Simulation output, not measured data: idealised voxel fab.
voxel released beams: a process module
The figure presents cross-section cut, which has a width of 215 nm and is divided into square cells with an edge length of 5 nm.
If you're reading a cross-section in this doc, picture square cells in a grid; it comes to you as bands, top ones listed first down to the bottom, and a band can be one or more rows of cells.
What a band's entry tells you: where the top is and where the bottom is, as heights in nm, and after that what lies inside, material by material from left to right, each with its width in nm. Empty space is written as the word "empty", and a single material marked with the word "throughout" occupies the band from edge to edge.
Heads up on the height convention: 0 is the point under which the incoming wafer is all one material, and the lowest band has no bottom, it just keeps going down, like "0 and below".
The two numbers in a width such as "30..40" mark its ends across the band: the first belongs to the top row of cells, the second to the bottom row, and from each row to the next the width moves by the same amount.
"no change occurred" for a step: no cell of the cross-section changed in that step.
For the entry "Fully enclosed voids", the listed items are empty spaces with no open way to the top whose size is 8 cells or more; each item follows the pattern width x height at distance, where distance is from the left edge and all three are in nm.
Anything after a step's settings on that line? It's the simulator's own note about the step.
The setting "overlay nm" may be written on the line of a step. When the step uses a mask, the value reports how far to the right of the planned place the mask lay, and a negative value reports that it lay to the left.
## So here's the lineup of process steps we planned
1: RECEIVE with material Si
2: CONFORMAL_DEP with material Al2O3, thk nm 5
3: DIRECTIONAL_DEP with material SiO2, thk nm 10
4: PATTERN with tone open, mask id ANCHOR, material resist, width nm 45, thk nm 15, overlay nm 0
5: DIRECTIONAL_ETCH with etch materials SiO2, depth nm 10
6: STRIP with etch materials resist
7: CONFORMAL_DEP with material polySi, thk nm 15
8: PATTERN with tone cover, mask id BEAM, material resist, width nm 125, thk nm 15, overlay nm 0
9: DIRECTIONAL_ETCH with etch materials polySi, depth nm 15
10: STRIP with etch materials resist
11: STRIP with etch materials SiO2
## As received (post step 1): cross-section
0 and below | Si throughout
Fully enclosed voids: none
## First of two wafers: cross-section at end of module, run per plan
30 down to 20 | empty 40 nm, polySi 20 nm, empty 15 nm, polySi 90 nm, empty 50 nm
20 down to 15 | empty 40 nm, polySi 125 nm, empty 50 nm
15 down to 5 | empty 45 nm, polySi 45 nm, empty 125 nm
5 down to 0 | Al2O3 throughout
0 and below | Si throughout
Fully enclosed voids: none
## Wafer two cross-section, module end. Start and plan unchanged from wafer one; one mistake made during the run
30 down to 20 | empty 40 nm, polySi 15 nm, empty 15 nm, polySi 95 nm, empty 50 nm
20 down to 15 | empty 40 nm, polySi 125 nm, empty 50 nm
15 down to 5 | empty 40 nm, polySi 45 nm, empty 130 nm
5 down to 0 | Al2O3 throughout
0 and below | Si throughout
Fully enclosed voids: none
Finding, execution versus plan: step 4 was run on a setting that differed from the plan, and what really ran there is PATTERN with tone open, mask id ANCHOR, material resist, width nm 45, thk nm 15, overlay nm -5
If you tally the cells, the second wafer ends up with the same amount of every material as the first; it's all just sitting in different places.
